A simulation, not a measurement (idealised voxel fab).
The following is a process module called voxel capacitor over wiring.
For reference, the cross-section in this document is cut, with width 265 nm and square cells of 5 nm.
Cross-section layout: square cells on a grid; listed as bands, top to bottom; a band spans one or more cell rows. Top, bottom (nm), then materials left to right with widths (nm); lone material tagged "full width" fills the whole band edge to edge; "empty" = empty space. Note: height 0 marks the level under which the wafer is uniformly one material as received. Lowest band unbounded below, written "0 -> down". A width given as "30..40" starts at the first number in the band's top row and ends at the second number in its bottom row, shifting by an equal amount at every step from row to row. It should be understood that the words "everything unchanged", when stated for a given step, signify that the cross-section underwent no change in any of its cells during that step. "Closed internal voids" means: voids of 8 cells or more that are shut off from the top with no open way through. Written width x height at distance, distance from the left edge, in nm. On each step's line, the part that comes after the settings is the simulator's own comment on the step. What "overlay nm" on a step's line means: if the step has a mask, that mask lay this far to the right of its planned place, or, when the value is negative, to the left.
The steps planned for the process are as follows:
- 1: RECEIVE (material Si)
- 2: CONFORMAL_DEP (material SiO2; thk nm 10)
- 3: DIRECTIONAL_DEP (material TiN; thk nm 5)
- 4: DIRECTIONAL_DEP (material W; thk nm 25)
- 5: DIRECTIONAL_DEP (material aC; thk nm 10)
- 6: PATTERN (tone cover; mask id METAL_1; material resist; width nm 20; pitch nm 80; thk nm 25; overlay nm 0)
- 7: DIRECTIONAL_ETCH (etch materials aC; depth nm 10)
- 8: STRIP (etch materials resist)
- 9: DIRECTIONAL_ETCH (etch materials W; depth nm 25)
- 10: DIRECTIONAL_ETCH (etch materials TiN; depth nm 5)
- 11: STRIP (etch materials aC)
- 12: CONFORMAL_DEP (material SiCN; thk nm 5)
- 13: FILL_DEP (material SiO2; thk nm 10)
- 14: CMP (height nm 40)
- 15: CONFORMAL_DEP (material SiCN; thk nm 5)
- 16: DIRECTIONAL_DEP (material SiO2; thk nm 20)
- 17: PATTERN (tone open; mask id PLUG_1; material resist; width nm 15; thk nm 20; overlay nm 0)
- 18: DIRECTIONAL_ETCH (etch materials SiO2; depth nm 20)
- 19: DIRECTIONAL_ETCH (etch materials SiCN; depth nm 5)
- 20: STRIP (etch materials resist)
- 21: EPI (material Ru; thk nm 10)
- 22: EPI (material Ru; thk nm 10)
- 23: EPI (material Ru; thk nm 5)
- 24: DIRECTIONAL_DEP (material TiN; thk nm 10)
- 25: DIRECTIONAL_DEP (material Al2O3; thk nm 5)
- 26: DIRECTIONAL_DEP (material TiN; thk nm 10)
- 27: MASKED_ETCH (tone cover; mask id UPPER_PLATE; width nm 65; etch materials TiN; depth nm 10; overlay nm 0)
- 28: MASKED_ETCH (tone cover; mask id UPPER_PLATE; width nm 65; etch materials Al2O3; depth nm 5; overlay nm 0)
- 29: PATTERN (tone cover; mask id LOWER_PLATE; material resist; width nm 75; thk nm 20; overlay nm 0)
- 30: DIRECTIONAL_ETCH (etch materials TiN; depth nm 10)
- 31: STRIP (etch materials resist)
- 32: FILL_DEP (material SiO2; thk nm 20)
- 33: CMP (height nm 105)
- 34: MASKED_ETCH (tone open; mask id PLUG_2; width nm 15; etch materials SiO2; depth nm 15; overlay nm 0)
- 35: CONFORMAL_DEP (material TiN; thk nm 5)
- 36: FILL_DEP (material Ru; thk nm 10)
- 37: CMP (height nm 105)
- 38: CONFORMAL_DEP (material SiN; thk nm 5)
Of two wafers, the first: run according to plan:
Delivered wafer in cross-section: state after step 1:
  0 -> down  Si full width
  Closed internal voids: none
Presented here is a cross-section of the wafer after step 2 has been performed:
  10 -> 0  SiO2 full width
  Anything lower than 0 is untouched.
Presented here is a cross-section of the wafer after step 3 has been performed:
  15 -> 10  TiN full width
  Anything lower than 10 is untouched.
Presented here is a cross-section of the wafer after step 4 has been performed:
  40 -> 15  W full width
  Anything lower than 15 is untouched.
Presented here is a cross-section of the wafer after step 5 has been performed:
  50 -> 40  aC full width
  Anything lower than 40 is untouched.
Presented here is a cross-section of the wafer after step 6 has been performed:
  75 -> 50  80 nm empty, then 20 nm resist, then 60 nm empty, then 20 nm resist, then 85 nm empty
  Anything lower than 50 is untouched.
Presented here is a cross-section of the wafer after step 7 has been performed:
  65 -> 50  80 nm empty, then 20 nm resist, then 60 nm empty, then 20 nm resist, then 85 nm empty
  50 -> 40  80 nm empty, then 20 nm aC, then 60 nm empty, then 20 nm aC, then 85 nm empty
  Anything lower than 40 is untouched.
Presented here is a cross-section of the wafer after step 8 has been performed:
  50 -> 40  80 nm empty, then 20 nm aC, then 60 nm empty, then 20 nm aC, then 85 nm empty
  Anything lower than 40 is untouched.
Presented here is a cross-section of the wafer after step 9 has been performed:
  50 -> 40  80 nm empty, then 20 nm aC, then 60 nm empty, then 20 nm aC, then 85 nm empty
  40 -> 15  80 nm empty, then 20 nm W, then 60 nm empty, then 20 nm W, then 85 nm empty
  Anything lower than 15 is untouched.
Presented here is a cross-section of the wafer after step 10 has been performed:
  50 -> 40  80 nm empty, then 20 nm aC, then 60 nm empty, then 20 nm aC, then 85 nm empty
  40 -> 15  80 nm empty, then 20 nm W, then 60 nm empty, then 20 nm W, then 85 nm empty
  15 -> 10  80 nm empty, then 20 nm TiN, then 60 nm empty, then 20 nm TiN, then 85 nm empty
  Anything lower than 10 is untouched.
Presented here is a cross-section of the wafer after step 11 has been performed:
  40 -> 15  80 nm empty, then 20 nm W, then 60 nm empty, then 20 nm W, then 85 nm empty
  Anything lower than 15 is untouched.
Presented here is a cross-section of the wafer after step 12 has been performed:
  45 -> 40  75 nm empty, then 30 nm SiCN, then 50 nm empty, then 30 nm SiCN, then 80 nm empty
  40 -> 15  75 nm empty, then 5 nm SiCN, then 20 nm W, then 5 nm SiCN, then 50 nm empty, then 5 nm SiCN, then 20 nm W, then 5 nm SiCN, then 80 nm empty
  15 -> 10  80 nm SiCN, then 20 nm TiN, then 60 nm SiCN, then 20 nm TiN, then 85 nm SiCN
  Anything lower than 10 is untouched.
Presented here is a cross-section of the wafer after step 13 has been performed:
  55 -> 45  SiO2 full width
  45 -> 40  75 nm SiO2, then 30 nm SiCN, then 50 nm SiO2, then 30 nm SiCN, then 80 nm SiO2
  40 -> 15  75 nm SiO2, then 5 nm SiCN, then 20 nm W, then 5 nm SiCN, then 50 nm SiO2, then 5 nm SiCN, then 20 nm W, then 5 nm SiCN, then 80 nm SiO2
  Anything lower than 15 is untouched.
Presented here is a cross-section of the wafer after step 14 has been performed:
  40 -> 15  75 nm SiO2, then 5 nm SiCN, then 20 nm W, then 5 nm SiCN, then 50 nm SiO2, then 5 nm SiCN, then 20 nm W, then 5 nm SiCN, then 80 nm SiO2
  Anything lower than 15 is untouched.
Presented here is a cross-section of the wafer after step 15 has been performed:
  45 -> 40  SiCN full width
  Anything lower than 40 is untouched.
Presented here is a cross-section of the wafer after step 16 has been performed:
  65 -> 45  SiO2 full width
  Anything lower than 45 is untouched.
Presented here is a cross-section of the wafer after step 17 has been performed:
  85 -> 65  85 nm resist, then 15 nm empty, then 165 nm resist
  Anything lower than 65 is untouched.
Presented here is a cross-section of the wafer after step 18 has been performed:
  85 -> 65  85 nm resist, then 15 nm empty, then 165 nm resist
  65 -> 45  85 nm SiO2, then 15 nm empty, then 165 nm SiO2
  Anything lower than 45 is untouched.
Presented here is a cross-section of the wafer after step 19 has been performed:
  85 -> 65  85 nm resist, then 15 nm empty, then 165 nm resist
  65 -> 45  85 nm SiO2, then 15 nm empty, then 165 nm SiO2
  45 -> 40  85 nm SiCN, then 15 nm empty, then 165 nm SiCN
  Anything lower than 40 is untouched.
Presented here is a cross-section of the wafer after step 20 has been performed:
  65 -> 45  85 nm SiO2, then 15 nm empty, then 165 nm SiO2
  Anything lower than 45 is untouched.
Presented here is a cross-section of the wafer after step 21 has been performed:
  65 -> 50  85 nm SiO2, then 15 nm empty, then 165 nm SiO2
  50 -> 45  85 nm SiO2, then 15 nm Ru, then 165 nm SiO2
  45 -> 40  85 nm SiCN, then 15 nm Ru, then 165 nm SiCN
  Anything lower than 40 is untouched.
Presented here is a cross-section of the wafer after step 22 has been performed:
  65 -> 60  85 nm SiO2, then 15 nm empty, then 165 nm SiO2
  60 -> 45  85 nm SiO2, then 15 nm Ru, then 165 nm SiO2
  Anything lower than 45 is untouched.
Presented here is a cross-section of the wafer after step 23 has been performed:
  65 -> 45  85 nm SiO2, then 15 nm Ru, then 165 nm SiO2
  Anything lower than 45 is untouched.
Presented here is a cross-section of the wafer after step 24 has been performed:
  75 -> 65  TiN full width
  Anything lower than 65 is untouched.
Presented here is a cross-section of the wafer after step 25 has been performed:
  80 -> 75  Al2O3 full width
  Anything lower than 75 is untouched.
Presented here is a cross-section of the wafer after step 26 has been performed:
  90 -> 80  TiN full width
  Anything lower than 80 is untouched.
Presented here is a cross-section of the wafer after step 27 has been performed:
  90 -> 80  85 nm empty, then 65 nm TiN, then 115 nm empty
  Anything lower than 80 is untouched.
Presented here is a cross-section of the wafer after step 28 has been performed:
  90 -> 80  85 nm empty, then 65 nm TiN, then 115 nm empty
  80 -> 75  85 nm empty, then 65 nm Al2O3, then 115 nm empty
  Anything lower than 75 is untouched.
Presented here is a cross-section of the wafer after step 29 has been performed:
  110 -> 90  80 nm empty, then 75 nm resist, then 110 nm empty
  90 -> 80  80 nm empty, then 5 nm resist, then 65 nm TiN, then 5 nm resist, then 110 nm empty
  80 -> 75  80 nm empty, then 5 nm resist, then 65 nm Al2O3, then 5 nm resist, then 110 nm empty
  Anything lower than 75 is untouched.
Presented here is a cross-section of the wafer after step 30 has been performed:
  110 -> 90  80 nm empty, then 75 nm resist, then 110 nm empty
  90 -> 80  80 nm empty, then 5 nm resist, then 65 nm TiN, then 5 nm resist, then 110 nm empty
  80 -> 75  80 nm empty, then 5 nm resist, then 65 nm Al2O3, then 5 nm resist, then 110 nm empty
  75 -> 65  80 nm empty, then 75 nm TiN, then 110 nm empty
  Anything lower than 65 is untouched.
Presented here is a cross-section of the wafer after step 31 has been performed:
  90 -> 80  85 nm empty, then 65 nm TiN, then 115 nm empty
  80 -> 75  85 nm empty, then 65 nm Al2O3, then 115 nm empty
  Anything lower than 75 is untouched.
Presented here is a cross-section of the wafer after step 32 has been performed:
  110 -> 90  SiO2 full width
  90 -> 80  85 nm SiO2, then 65 nm TiN, then 115 nm SiO2
  80 -> 75  85 nm SiO2, then 65 nm Al2O3, then 115 nm SiO2
  75 -> 65  80 nm SiO2, then 75 nm TiN, then 110 nm SiO2
  Anything lower than 65 is untouched.
Presented here is a cross-section of the wafer after step 33 has been performed:
  105 -> 90  SiO2 full width
  Anything lower than 90 is untouched.
Presented here is a cross-section of the wafer after step 34 has been performed:
  105 -> 90  95 nm SiO2, then 15 nm empty, then 155 nm SiO2
  Anything lower than 90 is untouched.
Presented here is a cross-section of the wafer after step 35 has been performed:
  110 -> 105  100 nm TiN, then 5 nm empty, then 160 nm TiN
  105 -> 95  95 nm SiO2, then 5 nm TiN, then 5 nm empty, then 5 nm TiN, then 155 nm SiO2
  95 -> 90  95 nm SiO2, then 15 nm TiN, then 155 nm SiO2
  Anything lower than 90 is untouched.
Presented here is a cross-section of the wafer after step 36 has been performed:
  120 -> 110  Ru full width
  110 -> 105  100 nm TiN, then 5 nm Ru, then 160 nm TiN
  105 -> 95  95 nm SiO2, then 5 nm TiN, then 5 nm Ru, then 5 nm TiN, then 155 nm SiO2
  Anything lower than 95 is untouched.
Presented here is a cross-section of the wafer after step 37 has been performed:
  105 -> 95  95 nm SiO2, then 5 nm TiN, then 5 nm Ru, then 5 nm TiN, then 155 nm SiO2
  Anything lower than 95 is untouched.
Presented here is a cross-section of the wafer after step 38 has been performed:
  110 -> 105  SiN full width
  Anything lower than 105 is untouched.
Notes, second wafer: start = first wafer's, plan = first wafer's, execution had one mistake; history identical to first through step 13:
What the second wafer looks like in cross-section when step 14 should have wrapped up: everything unchanged
What the second wafer looks like in cross-section when step 15 should have wrapped up:
  60 -> 55  SiCN full width
  Anything lower than 55 is untouched.
What the second wafer looks like in cross-section when step 16 should have wrapped up:
  80 -> 60  SiO2 full width
  Anything lower than 60 is untouched.
What the second wafer looks like in cross-section when step 17 should have wrapped up:
  100 -> 80  85 nm resist, then 15 nm empty, then 165 nm resist
  Anything lower than 80 is untouched.
What the second wafer looks like in cross-section when step 18 should have wrapped up:
  100 -> 80  85 nm resist, then 15 nm empty, then 165 nm resist
  80 -> 60  85 nm SiO2, then 15 nm empty, then 165 nm SiO2
  Anything lower than 60 is untouched.
What the second wafer looks like in cross-section when step 19 should have wrapped up:
  100 -> 80  85 nm resist, then 15 nm empty, then 165 nm resist
  80 -> 60  85 nm SiO2, then 15 nm empty, then 165 nm SiO2
  60 -> 55  85 nm SiCN, then 15 nm empty, then 165 nm SiCN
  Anything lower than 55 is untouched.
What the second wafer looks like in cross-section when step 20 should have wrapped up:
  80 -> 60  85 nm SiO2, then 15 nm empty, then 165 nm SiO2
  Anything lower than 60 is untouched.
What the second wafer looks like in cross-section when step 21 should have wrapped up: everything unchanged
What the second wafer looks like in cross-section when step 22 should have wrapped up: everything unchanged
What the second wafer looks like in cross-section when step 23 should have wrapped up: everything unchanged
What the second wafer looks like in cross-section when step 24 should have wrapped up:
  90 -> 80  85 nm TiN, then 15 nm empty, then 165 nm TiN
  80 -> 65  85 nm SiO2, then 15 nm empty, then 165 nm SiO2
  65 -> 60  85 nm SiO2, then 15 nm TiN, then 165 nm SiO2
  60 -> 55  85 nm SiCN, then 15 nm TiN, then 165 nm SiCN
  Anything lower than 55 is untouched.
What the second wafer looks like in cross-section when step 25 should have wrapped up:
  95 -> 90  85 nm Al2O3, then 15 nm empty, then 165 nm Al2O3
  90 -> 80  85 nm TiN, then 15 nm empty, then 165 nm TiN
  80 -> 70  85 nm SiO2, then 15 nm empty, then 165 nm SiO2
  70 -> 65  85 nm SiO2, then 15 nm Al2O3, then 165 nm SiO2
  Anything lower than 65 is untouched.
What the second wafer looks like in cross-section when step 26 should have wrapped up:
  105 -> 95  85 nm TiN, then 15 nm empty, then 165 nm TiN
  95 -> 90  85 nm Al2O3, then 15 nm empty, then 165 nm Al2O3
  90 -> 80  85 nm TiN, then 15 nm empty, then 165 nm TiN
  80 -> 70  85 nm SiO2, then 15 nm TiN, then 165 nm SiO2
  Anything lower than 70 is untouched.
What the second wafer looks like in cross-section when step 27 should have wrapped up:
  105 -> 95  100 nm empty, then 50 nm TiN, then 115 nm empty
  Anything lower than 95 is untouched.
What the second wafer looks like in cross-section when step 28 should have wrapped up:
  105 -> 95  100 nm empty, then 50 nm TiN, then 115 nm empty
  95 -> 90  100 nm empty, then 50 nm Al2O3, then 115 nm empty
  Anything lower than 90 is untouched.
What the second wafer looks like in cross-section when step 29 should have wrapped up:
  125 -> 105  80 nm empty, then 75 nm resist, then 110 nm empty
  105 -> 95  80 nm empty, then 20 nm resist, then 50 nm TiN, then 5 nm resist, then 110 nm empty
  95 -> 90  80 nm empty, then 20 nm resist, then 50 nm Al2O3, then 5 nm resist, then 110 nm empty
  90 -> 80  85 nm TiN, then 15 nm resist, then 165 nm TiN
  Anything lower than 80 is untouched.
What the second wafer looks like in cross-section when step 30 should have wrapped up:
  125 -> 105  80 nm empty, then 75 nm resist, then 110 nm empty
  105 -> 95  80 nm empty, then 20 nm resist, then 50 nm TiN, then 5 nm resist, then 110 nm empty
  95 -> 90  80 nm empty, then 20 nm resist, then 50 nm Al2O3, then 5 nm resist, then 110 nm empty
  90 -> 80  80 nm empty, then 5 nm TiN, then 15 nm resist, then 55 nm TiN, then 110 nm empty
  Anything lower than 80 is untouched.
What the second wafer looks like in cross-section when step 31 should have wrapped up:
  105 -> 95  100 nm empty, then 50 nm TiN, then 115 nm empty
  95 -> 90  100 nm empty, then 50 nm Al2O3, then 115 nm empty
  90 -> 80  80 nm empty, then 5 nm TiN, then 15 nm empty, then 55 nm TiN, then 110 nm empty
  Anything lower than 80 is untouched.
What the second wafer looks like in cross-section when step 32 should have wrapped up:
  125 -> 105  SiO2 full width
  105 -> 95  100 nm SiO2, then 50 nm TiN, then 115 nm SiO2
  95 -> 90  100 nm SiO2, then 50 nm Al2O3, then 115 nm SiO2
  90 -> 80  80 nm SiO2, then 5 nm TiN, then 15 nm SiO2, then 55 nm TiN, then 110 nm SiO2
  Anything lower than 80 is untouched.
What the second wafer looks like in cross-section when step 33 should have wrapped up:
  105 -> 95  100 nm SiO2, then 50 nm TiN, then 115 nm SiO2
  Anything lower than 95 is untouched.
What the second wafer looks like in cross-section when step 34 should have wrapped up:
  105 -> 95  95 nm SiO2, then 5 nm empty, then 50 nm TiN, then 115 nm SiO2
  95 -> 90  95 nm SiO2, then 5 nm empty, then 50 nm Al2O3, then 115 nm SiO2
  Anything lower than 90 is untouched.
What the second wafer looks like in cross-section when step 35 should have wrapped up:
  110 -> 105  TiN full width
  105 -> 95  95 nm SiO2, then 55 nm TiN, then 115 nm SiO2
  95 -> 90  95 nm SiO2, then 5 nm TiN, then 50 nm Al2O3, then 115 nm SiO2
  Anything lower than 90 is untouched.
What the second wafer looks like in cross-section when step 36 should have wrapped up:
  120 -> 110  Ru full width
  Anything lower than 110 is untouched.
What the second wafer looks like in cross-section when step 37 should have wrapped up:
  105 -> 95  95 nm SiO2, then 55 nm TiN, then 115 nm SiO2
  Anything lower than 95 is untouched.
What the second wafer looks like in cross-section when step 38 should have wrapped up:
  110 -> 105  SiN full width
  Anything lower than 105 is untouched.
Heads up, the wafer didn't run the way we planned it: step 14 was left out
Final cells, second wafer relative to first, materials higher or lower: 17 fewer of Ru | 12 more of SiCN | 9 more of SiO2 | 4 fewer of TiN
